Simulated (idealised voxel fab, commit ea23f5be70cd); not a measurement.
process module | voxel self aligned contacts
cross-section cut | 170 nm wide | cells 5 nm
A cross-section is a grid of square cells, given in bands from the top down. A band is one or more rows of cells.
Each band's line starts with the height of the band's top and of its bottom, in nm. Then come its materials from left to right, each with its width in nm. One material with "throughout" fills the band from edge to edge. "air" is empty space.
Height 0 is the level under which the wafer as received is all one material. The lowest band goes on downwards, as in "0 down".
A width such as "30 to 40" changes by the same amount from each row of cells to the next, from the band's top row to its bottom row.
"no change" after a step means that no cell of the cross-section changed.
closed voids: empty space of 8 cells or more with no open way to the top, each as width x height at its distance from the left edge, in nm
after a step's settings: what the simulator itself notes on the step
overlay nm, on a step with a mask: how far to the right of its planned place the mask lay; to the left if negative
plan
1 op RECEIVE | material Si
2 op OXIDIZE | depth nm 5
3 op DIRECTIONAL_DEP | material polySi | thk nm 30
4 op DIRECTIONAL_DEP | material SiN | thk nm 20
5 op DIRECTIONAL_DEP | material aC | thk nm 15
6 op PATTERN | tone cover | mask id GATE | material resist | width nm 35 | pitch nm 60 | thk nm 35 | overlay nm 0
7 op DIRECTIONAL_ETCH | etch materials aC | depth nm 15
8 op STRIP | etch materials resist
9 op DIRECTIONAL_ETCH | etch materials SiN | depth nm 20
10 op DIRECTIONAL_ETCH | etch materials polySi | depth nm 30
11 op STRIP | etch materials aC
12 op CONFORMAL_DEP | material SiN | thk nm 5
13 op DIRECTIONAL_ETCH | etch materials SiN | depth nm 5
14 op FILL_DEP | material SiO2 | thk nm 10
15 op CMP | height nm 55
16 op MASKED_ETCH | tone open | mask id CONTACT | width nm 45 | etch materials SiO2 | depth nm 60 | overlay nm 0
17 op CONFORMAL_DEP | material TiN | thk nm 5
18 op FILL_DEP | material W | thk nm 10
19 op CMP | height nm 55
20 op CONFORMAL_DEP | material SiN | thk nm 5
first wafer, as planned
as received, after step 1
  0 down: Si throughout
  closed voids: none
after step 2
  0 to -5: SiO2 throughout
  below -5: unchanged
after step 3
  30 to 0: polySi throughout
  below 0: unchanged
after step 4
  50 to 30: SiN throughout
  below 30: unchanged
after step 5
  65 to 50: aC throughout
  below 50: unchanged
after step 6
  100 to 65: air 35 | resist 35 | air 25 | resist 35 | air 40
  below 65: unchanged
after step 7
  85 to 65: air 35 | resist 35 | air 25 | resist 35 | air 40
  65 to 50: air 35 | aC 35 | air 25 | aC 35 | air 40
  below 50: unchanged
after step 8
  65 to 50: air 35 | aC 35 | air 25 | aC 35 | air 40
  below 50: unchanged
after step 9
  65 to 50: air 35 | aC 35 | air 25 | aC 35 | air 40
  50 to 30: air 35 | SiN 35 | air 25 | SiN 35 | air 40
  below 30: unchanged
after step 10
  65 to 50: air 35 | aC 35 | air 25 | aC 35 | air 40
  50 to 30: air 35 | SiN 35 | air 25 | SiN 35 | air 40
  30 to 0: air 35 | polySi 35 | air 25 | polySi 35 | air 40
  below 0: unchanged
after step 11
  50 to 30: air 35 | SiN 35 | air 25 | SiN 35 | air 40
  below 30: unchanged
after step 12
  55 to 30: air 30 | SiN 45 | air 15 | SiN 45 | air 35
  30 to 5: air 30 | SiN 5 | polySi 35 | SiN 5 | air 15 | SiN 5 | polySi 35 | SiN 5 | air 35
  5 to 0: SiN 35 | polySi 35 | SiN 25 | polySi 35 | SiN 40
  below 0: unchanged
after step 13
  50 to 30: air 30 | SiN 45 | air 15 | SiN 45 | air 35
  30 to 0: air 30 | SiN 5 | polySi 35 | SiN 5 | air 15 | SiN 5 | polySi 35 | SiN 5 | air 35
  below 0: unchanged
after step 14
  60 to 50: SiO2 throughout
  50 to 30: SiO2 30 | SiN 45 | SiO2 15 | SiN 45 | SiO2 35
  30 to 0: SiO2 30 | SiN 5 | polySi 35 | SiN 5 | SiO2 15 | SiN 5 | polySi 35 | SiN 5 | SiO2 35
  below 0: unchanged
after step 15
  55 to 50: SiO2 throughout
  below 50: unchanged
after step 16
  55 to 50: SiO2 60 | air 45 | SiO2 65
  50 to 30: SiO2 30 | SiN 45 | air 15 | SiN 45 | SiO2 35
  30 to 0: SiO2 30 | SiN 5 | polySi 35 | SiN 5 | air 15 | SiN 5 | polySi 35 | SiN 5 | SiO2 35
  0 to -5: SiO2 75 | air 15 | SiO2 80
  below -5: unchanged
after step 17
  60 to 55: TiN 65 | air 35 | TiN 70
  55 to 50: SiO2 60 | TiN 20 | air 5 | TiN 20 | SiO2 65
  50 to 30: SiO2 30 | SiN 45 | TiN 5 | air 5 | TiN 5 | SiN 45 | SiO2 35
  30 to 0: SiO2 30 | SiN 5 | polySi 35 | SiN 5 | TiN 5 | air 5 | TiN 5 | SiN 5 | polySi 35 | SiN 5 | SiO2 35
  0 to -5: SiO2 75 | TiN 15 | SiO2 80
  below -5: unchanged
after step 18
  70 to 60: W throughout
  60 to 55: TiN 65 | W 35 | TiN 70
  55 to 50: SiO2 60 | TiN 20 | W 5 | TiN 20 | SiO2 65
  50 to 30: SiO2 30 | SiN 45 | TiN 5 | W 5 | TiN 5 | SiN 45 | SiO2 35
  30 to 0: SiO2 30 | SiN 5 | polySi 35 | SiN 5 | TiN 5 | W 5 | TiN 5 | SiN 5 | polySi 35 | SiN 5 | SiO2 35
  below 0: unchanged
after step 19
  55 to 50: SiO2 60 | TiN 20 | W 5 | TiN 20 | SiO2 65
  below 50: unchanged
after step 20
  60 to 55: SiN throughout
  below 55: unchanged
second wafer: like start, like plan, one mistake. Through step 11 it matches the first wafer
when step 12 should have ended
  45 to 30: air 35 | SiN 35 | air 25 | SiN 35 | air 40
  below 30: unchanged
when step 13 should have ended
  50 to 30: air 30 | SiN 45 | air 15 | SiN 45 | air 35
  30 to 5: air 30 | SiN 5 | polySi 35 | SiN 5 | air 15 | SiN 5 | polySi 35 | SiN 5 | air 35
  5 to 0: SiN 35 | polySi 35 | SiN 25 | polySi 35 | SiN 40
  below 0: unchanged
when step 14 should have ended
  60 to 50: SiO2 throughout
  50 to 30: SiO2 30 | SiN 45 | SiO2 15 | SiN 45 | SiO2 35
  30 to 5: SiO2 30 | SiN 5 | polySi 35 | SiN 5 | SiO2 15 | SiN 5 | polySi 35 | SiN 5 | SiO2 35
  below 5: unchanged
when step 15 should have ended
  55 to 50: SiO2 throughout
  below 50: unchanged
when step 16 should have ended
  55 to 50: SiO2 60 | air 45 | SiO2 65
  50 to 30: SiO2 30 | SiN 45 | air 15 | SiN 45 | SiO2 35
  30 to 5: SiO2 30 | SiN 5 | polySi 35 | SiN 5 | air 15 | SiN 5 | polySi 35 | SiN 5 | SiO2 35
  below 5: unchanged
when step 17 should have ended
  60 to 55: TiN 65 | air 35 | TiN 70
  55 to 50: SiO2 60 | TiN 20 | air 5 | TiN 20 | SiO2 65
  50 to 30: SiO2 30 | SiN 45 | TiN 5 | air 5 | TiN 5 | SiN 45 | SiO2 35
  30 to 10: SiO2 30 | SiN 5 | polySi 35 | SiN 5 | TiN 5 | air 5 | TiN 5 | SiN 5 | polySi 35 | SiN 5 | SiO2 35
  10 to 5: SiO2 30 | SiN 5 | polySi 35 | SiN 5 | TiN 15 | SiN 5 | polySi 35 | SiN 5 | SiO2 35
  below 5: unchanged
when step 18 should have ended
  70 to 60: W throughout
  60 to 55: TiN 65 | W 35 | TiN 70
  55 to 50: SiO2 60 | TiN 20 | W 5 | TiN 20 | SiO2 65
  50 to 30: SiO2 30 | SiN 45 | TiN 5 | W 5 | TiN 5 | SiN 45 | SiO2 35
  30 to 10: SiO2 30 | SiN 5 | polySi 35 | SiN 5 | TiN 5 | W 5 | TiN 5 | SiN 5 | polySi 35 | SiN 5 | SiO2 35
  below 10: unchanged
when step 19 should have ended
  55 to 50: SiO2 60 | TiN 20 | W 5 | TiN 20 | SiO2 65
  below 50: unchanged
when step 20 should have ended
  60 to 55: SiN throughout
  below 55: unchanged
what went wrong: steps 12 and 13 were swapped
at the end the second wafer has, in cells: 16 more of SiN | 10 fewer of SiO2 | 4 fewer of TiN | 2 fewer of W
